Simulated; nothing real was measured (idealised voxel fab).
Proc. module: voxel ribs on slabs
Cross-sectional view cut (width: 205 nm; square cell size: 5 nm).
For the purposes of this document, a cross-section shall be understood as a grid of square cells, specified as bands listed in top-to-bottom order, each band consisting of one or more rows of cells.
For a band, the entry starts with two heights in nm, that of the top and then that of the bottom, and carries on with the band's materials in order from left to right, each alongside its width in nm; the word "edge to edge" beside a single material means it fills the band edge to edge, and "air" means empty space.
Ref level 0: as-received wafer is one material below here. Bottom band extends down with no lower bound ("z 0 and below").
Quick explanation for "30->40": the width changes in equal steps down the rows of cells, from the first number in the band's top row to the second number in its bottom row.
"identical to before" (step): cross-section cells unchanged, all of them.
Closed empty spaces (no open way to the top) of 8 cells or more are what "Sealed-off cavities" lists, each as width x height at distance from the left edge, nm for all three.
That trailing text on a step's line, after the settings, is the simulator's own remark on the step.
overlay nm: step with mask; distance mask lay right of planned place; negative value = left of planned place.
List of planned process steps
| 1 | op RECEIVE | material Si |
| 2 | op DIRECTIONAL_DEP | material SiO2 | thk nm 25 |
| 3 | op DIRECTIONAL_DEP | material polySi | thk nm 15 |
| 4 | op DIRECTIONAL_DEP | material aC | thk nm 15 |
| 5 | op PATTERN | tone cover | mask id RIB | material resist | width nm 25 | thk nm 35 | overlay nm 0 |
| 6 | op DIRECTIONAL_ETCH | etch materials aC | depth nm 15 |
| 7 | op STRIP | etch materials resist |
| 8 | op DIRECTIONAL_ETCH | etch materials polySi | depth nm 5 |
| 9 | op STRIP | etch materials aC |
| 10 | op DIRECTIONAL_DEP | material aC | thk nm 15 |
| 11 | op PATTERN | tone cover | mask id SLAB | material resist | width nm 85 | thk nm 30 | overlay nm 0 |
| 12 | op DIRECTIONAL_ETCH | etch materials aC | depth nm 15 |
| 13 | op STRIP | etch materials resist |
| 14 | op DIRECTIONAL_ETCH | etch materials polySi | depth nm 10 |
| 15 | op STRIP | etch materials aC |
| 16 | op FILL_DEP | material SiO2 | thk nm 15 |
| 17 | op CMP | height nm 50 |
| 18 | op DIRECTIONAL_DEP | material TiN | thk nm 10 |
| 19 | op DIRECTIONAL_DEP | material aC | thk nm 15 |
| 20 | op PATTERN | tone cover | mask id HEATER | material resist | width nm 35 | thk nm 35 | overlay nm 0 |
| 21 | op DIRECTIONAL_ETCH | etch materials aC | depth nm 15 |
| 22 | op STRIP | etch materials resist |
| 23 | op DIRECTIONAL_ETCH | etch materials TiN | depth nm 10 |
| 24 | op STRIP | etch materials aC |
| 25 | op CONFORMAL_DEP | material SiN | thk nm 10 |
Cross-section of the wafer at receipt, which is the condition after step 1
* z 0 and below: Si edge to edge
* Sealed-off cavities: none
Look at the cross-section after the module: the wafer started out the way shown above and the plan was the one shown above, yet one mistake was made along the way
* z 70 to 60: SiN 95; air 15; SiN 95
* z 60 to 50: TiN 85; SiN 35; TiN 85
* z 50 to 40: SiO2 edge to edge
* z 40 to 35: SiO2 90; polySi 25; SiO2 90
* z 35 to 25: SiO2 60; polySi 85; SiO2 60
* z 25 to 0: SiO2 edge to edge
* z 0 and below: Si edge to edge
* Sealed-off cavities: none
Processing error: contrary to plan, step 20 was performed as op PATTERN | tone open | mask id HEATER | material resist | width nm 35 | thk nm 35 | overlay nm 0
